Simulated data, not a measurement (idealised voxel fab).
Process module heading - voxel gate over fins
Xsec cut, 175 nm wide, square cell size 5 nm.
In this document a cross-section is written as a grid of square cells. It is given as a series of bands, listed from the top down, and a band is one or more rows of cells.
Band entry format. Leading values: height of top, height of bottom, nm. Remainder: materials in left-to-right order, each with its width in nm. Special words: "throughout" on a single material, which then fills the band edge to edge; "air", empty space.
Height datum 0, below which the as-received substrate wafer is one material. Lowest band open at the bottom, running downward: "0 -> down".
The two numbers in a width such as "30->40" mark its ends across the band: the first belongs to the top row of cells, the second to the bottom row, and from each row to the next the width moves by the same amount.
The designation "nothing got changed", where it is given for a processing step, indicates that no cell of the cross-section was altered in the course of that step.
Empty spaces counting at least 8 cells and having no open way to the top are listed in "Enclosed internal cavities". The notation width x height at distance is used for each, the distance being from the left edge and all three values in nm.
Where a step's line continues beyond its settings, the continuation is a remark by the simulator itself on that step.
The setting "overlay nm" may be written on the line of a step. When the step uses a mask, the value reports how far to the right of the planned place the mask lay, and a negative value reports that it lay to the left.

**The planned process steps are enumerated hereunder**
1,RECEIVE,material Si
2,CONFORMAL_DEP,material SiN,thk nm 10
3,PATTERN,tone cover,mask id FINS,material resist,width nm 15,pitch nm 35,thk nm 15,overlay nm 0
4,DIRECTIONAL_ETCH,etch materials SiN,depth nm 10
5,DIRECTIONAL_ETCH,etch materials Si,depth nm 30
6,STRIP,etch materials resist
7,OXIDIZE,depth nm 5
8,FILL_DEP,material SiO2,thk nm 10
9,CMP,height nm 10
10,SELECTIVE_ETCH,etch materials SiO2,depth nm 20
11,STRIP,etch materials SiN
12,CONFORMAL_DEP,material HfO2,thk nm 5
13,CONFORMAL_DEP,material TiN,thk nm 5
14,CONFORMAL_DEP,material TiAl,thk nm 5
15,CONFORMAL_DEP,material TiN,thk nm 5
16,FILL_DEP,material W,thk nm 15
17,CMP,height nm 30
18,CONFORMAL_DEP,material SiN,thk nm 5

**The first of a set of two wafers, run to plan**

**This is the cross-section of the wafer as we received it, i.e. after step 1**
	0 -> down | Si throughout
	Enclosed internal cavities: none

**After step 2: wafer cross-section**
	10 -> 0 | SiN throughout
	Rest of section, below 0: as before.

**After step 3: wafer cross-section**
	25 -> 10 | 25 of air  15 of resist  20 of air  15 of resist  20 of air  15 of resist  20 of air  15 of resist  30 of air
	Rest of section, below 10: as before.

**After step 4: wafer cross-section**
	25 -> 10 | 25 of air  15 of resist  20 of air  15 of resist  20 of air  15 of resist  20 of air  15 of resist  30 of air
	10 -> 0 | 25 of air  15 of SiN  20 of air  15 of SiN  20 of air  15 of SiN  20 of air  15 of SiN  30 of air
	Rest of section, below 0: as before.

**After step 5: wafer cross-section**
	25 -> 10 | 25 of air  15 of resist  20 of air  15 of resist  20 of air  15 of resist  20 of air  15 of resist  30 of air
	10 -> 0 | 25 of air  15 of SiN  20 of air  15 of SiN  20 of air  15 of SiN  20 of air  15 of SiN  30 of air
	0 -> -30 | 25 of air  15 of Si  20 of air  15 of Si  20 of air  15 of Si  20 of air  15 of Si  30 of air
	Rest of section, below -30: as before.

**After step 6: wafer cross-section**
	10 -> 0 | 25 of air  15 of SiN  20 of air  15 of SiN  20 of air  15 of SiN  20 of air  15 of SiN  30 of air
	Rest of section, below 0: as before.

**After step 7: wafer cross-section**
	10 -> 0 | 25 of air  15 of SiN  20 of air  15 of SiN  20 of air  15 of SiN  20 of air  15 of SiN  30 of air
	0 -> -30 | 25 of air  5 of SiO2  5 of Si  5 of SiO2  20 of air  5 of SiO2  5 of Si  5 of SiO2  20 of air  5 of SiO2  5 of Si  5 of SiO2  20 of air  5 of SiO2  5 of Si  5 of SiO2  30 of air
	-30 -> -35 | 30 of SiO2  5 of Si  30 of SiO2  5 of Si  30 of SiO2  5 of Si  30 of SiO2  5 of Si  35 of SiO2
	Rest of section, below -35: as before.

**After step 8: wafer cross-section**
	20 -> 10 | SiO2 throughout
	10 -> 0 | 25 of SiO2  15 of SiN  20 of SiO2  15 of SiN  20 of SiO2  15 of SiN  20 of SiO2  15 of SiN  30 of SiO2
	0 -> -35 | 30 of SiO2  5 of Si  30 of SiO2  5 of Si  30 of SiO2  5 of Si  30 of SiO2  5 of Si  35 of SiO2
	Rest of section, below -35: as before.

**After step 9: wafer cross-section**
	10 -> 0 | 25 of SiO2  15 of SiN  20 of SiO2  15 of SiN  20 of SiO2  15 of SiN  20 of SiO2  15 of SiN  30 of SiO2
	Rest of section, below 0: as before.

**After step 10: wafer cross-section**
	10 -> 0 | 25 of air  15 of SiN  20 of air  15 of SiN  20 of air  15 of SiN  20 of air  15 of SiN  30 of air
	0 -> -10 | 30 of air  5 of Si  30 of air  5 of Si  30 of air  5 of Si  30 of air  5 of Si  35 of air
	Rest of section, below -10: as before.

**After step 11: wafer cross-section**
	0 -> -10 | 30 of air  5 of Si  30 of air  5 of Si  30 of air  5 of Si  30 of air  5 of Si  35 of air
	Rest of section, below -10: as before.

**After step 12: wafer cross-section**
	5 -> 0 | 25 of air  15 of HfO2  20 of air  15 of HfO2  20 of air  15 of HfO2  20 of air  15 of HfO2  30 of air
	0 -> -5 | 25 of air  5 of HfO2  5 of Si  5 of HfO2  20 of air  5 of HfO2  5 of Si  5 of HfO2  20 of air  5 of HfO2  5 of Si  5 of HfO2  20 of air  5 of HfO2  5 of Si  5 of HfO2  30 of air
	-5 -> -10 | 30 of HfO2  5 of Si  30 of HfO2  5 of Si  30 of HfO2  5 of Si  30 of HfO2  5 of Si  35 of HfO2
	Rest of section, below -10: as before.

**After step 13: wafer cross-section**
	10 -> 5 | 20 of air  25 of TiN  10 of air  25 of TiN  10 of air  25 of TiN  10 of air  25 of TiN  25 of air
	5 -> 0 | 20 of air  5 of TiN  15 of HfO2  5 of TiN  10 of air  5 of TiN  15 of HfO2  5 of TiN  10 of air  5 of TiN  15 of HfO2  5 of TiN  10 of air  5 of TiN  15 of HfO2  5 of TiN  25 of air
	0 -> -5 | 25 of TiN  5 of HfO2  5 of Si  5 of HfO2  20 of TiN  5 of HfO2  5 of Si  5 of HfO2  20 of TiN  5 of HfO2  5 of Si  5 of HfO2  20 of TiN  5 of HfO2  5 of Si  5 of HfO2  30 of TiN
	Rest of section, below -5: as before.

**After step 14: wafer cross-section**
	15 -> 10 | 15 of air  140 of TiAl  20 of air
	10 -> 5 | 15 of air  5 of TiAl  25 of TiN  10 of TiAl  25 of TiN  10 of TiAl  25 of TiN  10 of TiAl  25 of TiN  5 of TiAl  20 of air
	5 -> 0 | 20 of TiAl  5 of TiN  15 of HfO2  5 of TiN  10 of TiAl  5 of TiN  15 of HfO2  5 of TiN  10 of TiAl  5 of TiN  15 of HfO2  5 of TiN  10 of TiAl  5 of TiN  15 of HfO2  5 of TiN  25 of TiAl
	Rest of section, below 0: as before.

**After step 15: wafer cross-section**
	20 -> 15 | 10 of air  150 of TiN  15 of air
	15 -> 10 | 10 of air  5 of TiN  140 of TiAl  5 of TiN  15 of air
	10 -> 5 | 15 of TiN  5 of TiAl  25 of TiN  10 of TiAl  25 of TiN  10 of TiAl  25 of TiN  10 of TiAl  25 of TiN  5 of TiAl  20 of TiN
	Rest of section, below 5: as before.

**After step 16: wafer cross-section**
	35 -> 20 | W throughout
	20 -> 15 | 10 of W  150 of TiN  15 of W
	15 -> 10 | 10 of W  5 of TiN  140 of TiAl  5 of TiN  15 of W
	Rest of section, below 10: as before.

**After step 17: wafer cross-section**
	30 -> 20 | W throughout
	Rest of section, below 20: as before.

**After step 18: wafer cross-section**
	35 -> 30 | SiN throughout
	Rest of section, below 30: as before.

**Second wafer, same starting state and plan as the first, one mistake in the run, identical through step 11**

**The second wafer in cross-section, at the planned close of step 12**
	15 -> 5 | 15 of air  140 of HfO2  20 of air
	5 -> 0 | HfO2 throughout
	0 -> -10 | 30 of HfO2  5 of Si  30 of HfO2  5 of Si  30 of HfO2  5 of Si  30 of HfO2  5 of Si  35 of HfO2
	Rest of section, below -10: as before.

**The second wafer in cross-section, at the planned close of step 13**
	20 -> 15 | 10 of air  150 of TiN  15 of air
	15 -> 10 | 10 of air  5 of TiN  140 of HfO2  5 of TiN  15 of air
	10 -> 5 | 15 of TiN  140 of HfO2  20 of TiN
	Rest of section, below 5: as before.

**The second wafer in cross-section, at the planned close of step 14**
	25 -> 20 | 5 of air  160 of TiAl  10 of air
	20 -> 15 | 5 of air  5 of TiAl  150 of TiN  5 of TiAl  10 of air
	15 -> 10 | 10 of TiAl  5 of TiN  140 of HfO2  5 of TiN  15 of TiAl
	Rest of section, below 10: as before.

**The second wafer in cross-section, at the planned close of step 15**
	30 -> 25 | 170 of TiN  5 of air
	25 -> 20 | 5 of TiN  160 of TiAl  5 of TiN  5 of air
	20 -> 15 | 5 of TiN  5 of TiAl  150 of TiN  5 of TiAl  10 of TiN
	Rest of section, below 15: as before.

**The second wafer in cross-section, at the planned close of step 16**
	45 -> 30 | W throughout
	30 -> 25 | 170 of TiN  5 of W
	25 -> 20 | 5 of TiN  160 of TiAl  5 of TiN  5 of W
	Rest of section, below 20: as before.

**The second wafer in cross-section, at the planned close of step 17**
	30 -> 25 | 170 of TiN  5 of W
	Rest of section, below 25: as before.

**The second wafer in cross-section, at the planned close of step 18**
	35 -> 30 | SiN throughout
	Rest of section, below 30: as before.
The plan and the run diverged here: step 12 was processed under conditions differing from the plan, specifically as CONFORMAL_DEP,material HfO2,thk nm 15
The second wafer ends with more or fewer cells of some materials than the first, per final count: HfO2 +102 | TiAl -12 | TiN -12 | W -78
